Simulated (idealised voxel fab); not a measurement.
process module | voxel capacitor over wiring
cross-section cut | 295 nm wide | cells 5 nm
A cross-section is a grid of square cells, given in bands from the top down. A band is one or more rows of cells.
Each band's line starts with the height of the band's top and of its bottom, in nm. Then come its materials from left to right, each with its width in nm. One material with "throughout" fills the band from edge to edge. "air" is empty space.
Height 0 is the level under which the wafer as received is all one material. The lowest band goes on downwards, as in "0 down".
A width such as "30 to 40" changes by the same amount from each row of cells to the next, from the band's top row to its bottom row.
"no change" after a step means that no cell of the cross-section changed.
closed voids: empty space of 8 cells or more with no open way to the top, each as width x height at its distance from the left edge, in nm
after a step's settings: what the simulator itself notes on the step
overlay nm, on a step with a mask: how far to the right of its planned place the mask lay; to the left if negative
plan
1 op RECEIVE | material Si
2 op CONFORMAL_DEP | material SiO2 | thk nm 10
3 op CONFORMAL_DEP | material SiCN | thk nm 5
4 op DIRECTIONAL_DEP | material SiO2 | thk nm 25
5 op PATTERN | tone open | mask id METAL_1 | material resist | width nm 30 | pitch nm 85 | thk nm 20 | overlay nm 0
6 op DIRECTIONAL_ETCH | etch materials SiO2 | depth nm 25
7 op DIRECTIONAL_ETCH | etch materials SiCN | depth nm 5
8 op STRIP | etch materials resist
9 op CONFORMAL_DEP | material TiN | thk nm 5
10 op FILL_DEP | material W | thk nm 5
11 op CMP | height nm 40
12 op CONFORMAL_DEP | material SiCN | thk nm 5
13 op DIRECTIONAL_DEP | material SiO2 | thk nm 10
14 op PATTERN | tone open | mask id PLUG_1 | material resist | width nm 15 | thk nm 15 | overlay nm 0
15 op DIRECTIONAL_ETCH | etch materials SiO2 | depth nm 10
16 op DIRECTIONAL_ETCH | etch materials SiCN | depth nm 5
17 op STRIP | etch materials resist
18 op CONFORMAL_DEP | material TiN | thk nm 5
19 op FILL_DEP | material W | thk nm 5
20 op CMP | height nm 55
21 op DIRECTIONAL_DEP | material TiN | thk nm 10
22 op DIRECTIONAL_DEP | material Al2O3 | thk nm 5
23 op DIRECTIONAL_DEP | material TiN | thk nm 10
24 op MASKED_ETCH | tone cover | mask id UPPER_PLATE | width nm 60 | etch materials TiN | depth nm 10 | overlay nm 0
25 op MASKED_ETCH | tone cover | mask id UPPER_PLATE | width nm 60 | etch materials Al2O3 | depth nm 5 | overlay nm 0
26 op MASKED_ETCH | tone cover | mask id LOWER_PLATE | width nm 70 | etch materials TiN | depth nm 10 | overlay nm 0
27 op FILL_DEP | material SiO2 | thk nm 15
28 op CMP | height nm 90
29 op PATTERN | tone open | mask id PLUG_2 | material resist | width nm 15 | thk nm 15 | overlay nm 0
30 op DIRECTIONAL_ETCH | etch materials SiO2 | depth nm 10
31 op STRIP | etch materials resist
32 op CONFORMAL_DEP | material TiN | thk nm 5
33 op FILL_DEP | material Cu | thk nm 5
34 op CMP | height nm 90
35 op CONFORMAL_DEP | material SiN | thk nm 5
first wafer, as planned
as received, after step 1
  0 down: Si throughout
  closed voids: none
after step 2
  10 to 0: SiO2 throughout
  below 0: unchanged
after step 3
  15 to 10: SiCN throughout
  below 10: unchanged
after step 4
  40 to 15: SiO2 throughout
  below 15: unchanged
after step 5
  60 to 40: resist 90 | air 30 | resist 55 | air 30 | resist 90
  below 40: unchanged
after step 6
  60 to 40: resist 90 | air 30 | resist 55 | air 30 | resist 90
  40 to 15: SiO2 90 | air 30 | SiO2 55 | air 30 | SiO2 90
  below 15: unchanged
after step 7
  60 to 40: resist 90 | air 30 | resist 55 | air 30 | resist 90
  40 to 15: SiO2 90 | air 30 | SiO2 55 | air 30 | SiO2 90
  15 to 10: SiCN 90 | air 30 | SiCN 55 | air 30 | SiCN 90
  below 10: unchanged
after step 8
  40 to 15: SiO2 90 | air 30 | SiO2 55 | air 30 | SiO2 90
  below 15: unchanged
after step 9
  45 to 40: TiN 95 | air 20 | TiN 65 | air 20 | TiN 95
  40 to 15: SiO2 90 | TiN 5 | air 20 | TiN 5 | SiO2 55 | TiN 5 | air 20 | TiN 5 | SiO2 90
  15 to 10: SiCN 90 | TiN 30 | SiCN 55 | TiN 30 | SiCN 90
  below 10: unchanged
after step 10
  50 to 45: W throughout
  45 to 40: TiN 95 | W 20 | TiN 65 | W 20 | TiN 95
  40 to 15: SiO2 90 | TiN 5 | W 20 | TiN 5 | SiO2 55 | TiN 5 | W 20 | TiN 5 | SiO2 90
  below 15: unchanged
after step 11
  40 to 15: SiO2 90 | TiN 5 | W 20 | TiN 5 | SiO2 55 | TiN 5 | W 20 | TiN 5 | SiO2 90
  below 15: unchanged
after step 12
  45 to 40: SiCN throughout
  below 40: unchanged
after step 13
  55 to 45: SiO2 throughout
  below 45: unchanged
after step 14
  70 to 55: resist 105 | air 15 | resist 175
  below 55: unchanged
after step 15
  70 to 55: resist 105 | air 15 | resist 175
  55 to 45: SiO2 105 | air 15 | SiO2 175
  below 45: unchanged
after step 16
  70 to 55: resist 105 | air 15 | resist 175
  55 to 45: SiO2 105 | air 15 | SiO2 175
  45 to 40: SiCN 105 | air 15 | SiCN 175
  below 40: unchanged
after step 17
  55 to 45: SiO2 105 | air 15 | SiO2 175
  below 45: unchanged
after step 18
  60 to 55: TiN 110 | air 5 | TiN 180
  55 to 45: SiO2 105 | TiN 5 | air 5 | TiN 5 | SiO2 175
  45 to 40: SiCN 105 | TiN 15 | SiCN 175
  below 40: unchanged
after step 19
  65 to 60: W throughout
  60 to 55: TiN 110 | W 5 | TiN 180
  55 to 45: SiO2 105 | TiN 5 | W 5 | TiN 5 | SiO2 175
  below 45: unchanged
after step 20
  55 to 45: SiO2 105 | TiN 5 | W 5 | TiN 5 | SiO2 175
  below 45: unchanged
after step 21
  65 to 55: TiN throughout
  below 55: unchanged
after step 22
  70 to 65: Al2O3 throughout
  below 65: unchanged
after step 23
  80 to 70: TiN throughout
  below 70: unchanged
after step 24
  80 to 70: air 105 | TiN 60 | air 130
  below 70: unchanged
after step 25
  80 to 70: air 105 | TiN 60 | air 130
  70 to 65: air 105 | Al2O3 60 | air 130
  below 65: unchanged
after step 26
  80 to 70: air 105 | TiN 60 | air 130
  70 to 65: air 105 | Al2O3 60 | air 130
  65 to 55: air 100 | TiN 70 | air 125
  below 55: unchanged
after step 27
  95 to 80: SiO2 throughout
  80 to 70: SiO2 105 | TiN 60 | SiO2 130
  70 to 65: SiO2 105 | Al2O3 60 | SiO2 130
  65 to 55: SiO2 100 | TiN 70 | SiO2 125
  below 55: unchanged
after step 28
  90 to 80: SiO2 throughout
  below 80: unchanged
after step 29
  105 to 90: resist 115 | air 15 | resist 165
  below 90: unchanged
after step 30
  105 to 90: resist 115 | air 15 | resist 165
  90 to 80: SiO2 115 | air 15 | SiO2 165
  below 80: unchanged
after step 31
  90 to 80: SiO2 115 | air 15 | SiO2 165
  below 80: unchanged
after step 32
  95 to 90: TiN 120 | air 5 | TiN 170
  90 to 85: SiO2 115 | TiN 5 | air 5 | TiN 5 | SiO2 165
  85 to 80: SiO2 115 | TiN 15 | SiO2 165
  below 80: unchanged
after step 33
  100 to 95: Cu throughout
  95 to 90: TiN 120 | Cu 5 | TiN 170
  90 to 85: SiO2 115 | TiN 5 | Cu 5 | TiN 5 | SiO2 165
  below 85: unchanged
after step 34
  90 to 85: SiO2 115 | TiN 5 | Cu 5 | TiN 5 | SiO2 165
  below 85: unchanged
after step 35
  95 to 90: SiN throughout
  below 90: unchanged
second wafer: like start, like plan, one mistake. Through step 13 it matches the first wafer
when step 14 should have ended
  70 to 55: resist 100 | air 15 | resist 180
  below 55: unchanged
when step 15 should have ended
  70 to 55: resist 100 | air 15 | resist 180
  55 to 45: SiO2 100 | air 15 | SiO2 180
  below 45: unchanged
when step 16 should have ended
  70 to 55: resist 100 | air 15 | resist 180
  55 to 45: SiO2 100 | air 15 | SiO2 180
  45 to 40: SiCN 100 | air 15 | SiCN 180
  below 40: unchanged
when step 17 should have ended
  55 to 45: SiO2 100 | air 15 | SiO2 180
  below 45: unchanged
when step 18 should have ended
  60 to 55: TiN 105 | air 5 | TiN 185
  55 to 45: SiO2 100 | TiN 5 | air 5 | TiN 5 | SiO2 180
  45 to 40: SiCN 100 | TiN 15 | SiCN 180
  below 40: unchanged
when step 19 should have ended
  65 to 60: W throughout
  60 to 55: TiN 105 | W 5 | TiN 185
  55 to 45: SiO2 100 | TiN 5 | W 5 | TiN 5 | SiO2 180
  below 45: unchanged
when step 20 should have ended
  55 to 45: SiO2 100 | TiN 5 | W 5 | TiN 5 | SiO2 180
  below 45: unchanged
when step 21 should have ended
  65 to 55: TiN throughout
  below 55: unchanged
when step 22 should have ended
  70 to 65: Al2O3 throughout
  below 65: unchanged
when step 23 should have ended
  80 to 70: TiN throughout
  below 70: unchanged
when step 24 should have ended
  80 to 70: air 105 | TiN 60 | air 130
  below 70: unchanged
when step 25 should have ended
  80 to 70: air 105 | TiN 60 | air 130
  70 to 65: air 105 | Al2O3 60 | air 130
  below 65: unchanged
when step 26 should have ended
  80 to 70: air 105 | TiN 60 | air 130
  70 to 65: air 105 | Al2O3 60 | air 130
  65 to 55: air 100 | TiN 70 | air 125
  below 55: unchanged
when step 27 should have ended
  95 to 80: SiO2 throughout
  80 to 70: SiO2 105 | TiN 60 | SiO2 130
  70 to 65: SiO2 105 | Al2O3 60 | SiO2 130
  65 to 55: SiO2 100 | TiN 70 | SiO2 125
  below 55: unchanged
when step 28 should have ended
  90 to 80: SiO2 throughout
  below 80: unchanged
when step 29 should have ended
  105 to 90: resist 115 | air 15 | resist 165
  below 90: unchanged
when step 30 should have ended
  105 to 90: resist 115 | air 15 | resist 165
  90 to 80: SiO2 115 | air 15 | SiO2 165
  below 80: unchanged
when step 31 should have ended
  90 to 80: SiO2 115 | air 15 | SiO2 165
  below 80: unchanged
when step 32 should have ended
  95 to 90: TiN 120 | air 5 | TiN 170
  90 to 85: SiO2 115 | TiN 5 | air 5 | TiN 5 | SiO2 165
  85 to 80: SiO2 115 | TiN 15 | SiO2 165
  below 80: unchanged
when step 33 should have ended
  100 to 95: Cu throughout
  95 to 90: TiN 120 | Cu 5 | TiN 170
  90 to 85: SiO2 115 | TiN 5 | Cu 5 | TiN 5 | SiO2 165
  below 85: unchanged
when step 34 should have ended
  90 to 85: SiO2 115 | TiN 5 | Cu 5 | TiN 5 | SiO2 165
  below 85: unchanged
when step 35 should have ended
  95 to 90: SiN throughout
  below 90: unchanged
what went wrong: step 14 ran as: op PATTERN | tone open | mask id PLUG_1 | material resist | width nm 15 | thk nm 15 | overlay nm -5
at the end the second wafer has, in cells: as many of each material as the first, in other places
